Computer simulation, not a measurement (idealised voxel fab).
process module | voxel self aligned vias
cross-section cut | 235 nm wide | cells 5 nm
A cross-section is a grid of square cells, given in bands from the top down. A band is one or more rows of cells.
Each band's line starts with the height of the band's top and of its bottom, in nm. Then come its materials from left to right, each with its width in nm. One material with "throughout" fills the band from edge to edge. "air" is empty space.
Height 0 is the level under which the wafer as received is all one material. The lowest band goes on downwards, as in "0 down".
A width such as "30 to 40" changes by the same amount from each row of cells to the next, from the band's top row to its bottom row.
"no change" after a step means that no cell of the cross-section changed.
closed voids: empty space of 8 cells or more with no open way to the top, each as width x height at its distance from the left edge, in nm
after a step's settings: what the simulator itself notes on the step
overlay nm, on a step with a mask: how far to the right of its planned place the mask lay; to the left if negative
plan
1 op RECEIVE | material Si
2 op CONFORMAL_DEP | material SiO2 | thk nm 10
3 op CONFORMAL_DEP | material SiCN | thk nm 5
4 op DIRECTIONAL_DEP | material lowk | thk nm 30
5 op DIRECTIONAL_DEP | material aC | thk nm 10
6 op PATTERN | tone open | mask id LINES | material resist | width nm 20 | pitch nm 55 | thk nm 30 | overlay nm 0
7 op DIRECTIONAL_ETCH | etch materials aC | depth nm 10
8 op STRIP | etch materials resist
9 op DIRECTIONAL_ETCH | etch materials lowk | depth nm 30
10 op STRIP | etch materials aC
11 op CONFORMAL_DEP | material TiN | thk nm 5
12 op FILL_DEP | material Ru | thk nm 10
13 op CMP | height nm 45
14 op SELECTIVE_ETCH | etch materials W Ru TiN | depth nm 10
15 op FILL_DEP | material SiN | thk nm 10
16 op CMP | height nm 45
17 op DIRECTIONAL_DEP | material lowk | thk nm 15
18 op PATTERN | tone open | mask id VIAS | material resist | width nm 30 | pitch nm 110 | thk nm 15 | overlay nm 0
19 op DIRECTIONAL_ETCH | etch materials lowk | depth nm 15
20 op DIRECTIONAL_ETCH | etch materials SiN | depth nm 10
21 op STRIP | etch materials resist
22 op CONFORMAL_DEP | material TiN | thk nm 5
23 op FILL_DEP | material Cu | thk nm 5
24 op CMP | height nm 60
25 op CONFORMAL_DEP | material SiN | thk nm 5
as received, after step 1
  0 down: Si throughout
  closed voids: none
a wafer at the end: this start, this plan, one mistake
  65 to 60: SiN throughout
  60 to 55: Cu throughout
  55 to 50: TiN 50 | Cu 20 | TiN 90 | Cu 20 | TiN 55
  50 to 40: lowk 45 | TiN 5 | Cu 20 | TiN 5 | lowk 80 | TiN 5 | Cu 20 | TiN 5 | lowk 50
  40 to 35: lowk 45 | TiN 30 | lowk 80 | TiN 30 | lowk 50
  35 to 20: lowk 50 | TiN 5 | Ru 10 | TiN 5 | lowk 35 | TiN 5 | Ru 10 | TiN 5 | lowk 35 | TiN 5 | Ru 10 | TiN 5 | lowk 55
  20 to 15: lowk 50 | TiN 20 | lowk 35 | TiN 20 | lowk 35 | TiN 20 | lowk 55
  15 to 10: SiCN throughout
  10 to 0: SiO2 throughout
  0 down: Si throughout
  closed voids: none
what went wrong: step 16 ran as: op CMP | height nm 35
